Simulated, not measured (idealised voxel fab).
Proc. module: voxel self aligned contacts
The cross-section on display is named cut; it measures 245 nm wide, and its cells are 5 nm squares.
A cross-section is written here as square cells arranged in a grid, and it is given in bands from the top down, each band taking up one or more rows of cells.
Band: top and bottom heights (nm) first, top before bottom; then materials from left to right, widths in nm. "everywhere" marks a sole material filling the band edge to edge. "blank" denotes empty space.
Height is counted from the level 0, under which the received wafer is composed throughout of one material. The lowest of the bands is not closed at the bottom but continues downward, in the notation "0 down".
Width "30 to 40": first value at the band's top row of cells, second value at its bottom row, equal change from row to row.
For the purposes of this document, the phrase "changes: none" attached to a step denotes that no cell within the cross-section was modified by that step.
Listed in "Entrapped void list": every empty space of 8 or more cells without an open way to the top. Form: width x height at distance, the distance being from the left edge, all in nm.
On a step's line, text after the settings is the simulator commenting on that step.
overlay nm: step with mask; distance mask lay right of planned place; negative value = left of planned place.
### Process steps foreseen in the plan
1,RECEIVE, material Si
2,CONFORMAL_DEP, material SiO2, thk nm 5
3,DIRECTIONAL_DEP, material polySi, thk nm 20
4,DIRECTIONAL_DEP, material SiN, thk nm 25
5,DIRECTIONAL_DEP, material aC, thk nm 10
6,PATTERN, tone cover, mask id GATE, material resist, width nm 25, pitch nm 70, thk nm 30, overlay nm 0
7,DIRECTIONAL_ETCH, etch materials aC, depth nm 10
8,STRIP, etch materials resist
9,DIRECTIONAL_ETCH, etch materials SiN, depth nm 25
10,DIRECTIONAL_ETCH, etch materials polySi, depth nm 20
11,STRIP, etch materials aC
12,CONFORMAL_DEP, material SiN, thk nm 10
13,DIRECTIONAL_ETCH, etch materials SiN, depth nm 10
14,FILL_DEP, material SiO2, thk nm 10
15,CMP, height nm 55
16,MASKED_ETCH, tone open, mask id CONTACT, width nm 55, pitch nm 70, etch materials SiO2, depth nm 55, overlay nm 0
17,CONFORMAL_DEP, material TiN, thk nm 5
18,FILL_DEP, material W, thk nm 5
19,CMP, height nm 55
20,CONFORMAL_DEP, material SiCN, thk nm 5
### Cross-section of the wafer at receipt, which is the condition after step 1
0 down: Si everywhere
Entrapped void list: none
### As-planned run: cross-section of the first of two wafers at end of module
60 to 55: SiCN everywhere
55 to 50: 60 SiO2  20 TiN  15 W  20 TiN  15 SiO2  20 TiN  15 W  20 TiN  60 SiO2
50 to 25: 30 SiO2  45 SiN  5 TiN  15 W  5 TiN  45 SiN  5 TiN  15 W  5 TiN  45 SiN  30 SiO2
25 to 5: 30 SiO2  10 SiN  25 polySi  10 SiN  5 TiN  15 W  5 TiN  10 SiN  25 polySi  10 SiN  5 TiN  15 W  5 TiN  10 SiN  25 polySi  10 SiN  30 SiO2
5 to 0: 75 SiO2  25 TiN  45 SiO2  25 TiN  75 SiO2
0 down: Si everywhere
Entrapped void list: none
### End of module, second wafer, cross-section. Started like the first, planned like the first, run with one mistake
60 to 55: SiCN everywhere
55 to 50: 30 SiO2  45 aC  5 TiN  15 W  5 TiN  45 aC  5 TiN  15 W  5 TiN  45 aC  30 SiO2
50 to 25: 30 SiO2  10 aC  25 SiN  10 aC  5 TiN  15 W  5 TiN  10 aC  25 SiN  10 aC  5 TiN  15 W  5 TiN  10 aC  25 SiN  10 aC  30 SiO2
25 to 20: 30 SiO2  10 aC  25 polySi  10 aC  5 TiN  15 W  5 TiN  10 aC  25 polySi  10 aC  5 TiN  15 W  5 TiN  10 aC  25 polySi  10 aC  30 SiO2
20 to 15: 30 SiO2  10 aC  25 polySi  10 aC  25 TiN  10 aC  25 polySi  10 aC  25 TiN  10 aC  25 polySi  10 aC  30 SiO2
15 to 5: 40 aC  25 polySi  45 aC  25 polySi  45 aC  25 polySi  40 aC
5 to 0: SiO2 everywhere
0 down: Si everywhere
Entrapped void list: none
Heads up, the wafer didn't run the way we planned it: step 12 deviated from plan and actually ran as CONFORMAL_DEP, material aC, thk nm 10
The closing comparison, in cells, has the second wafer with more or fewer of some materials than the first: -108 SiN | -29 SiO2 | -24 TiN | -18 W | +179 aC
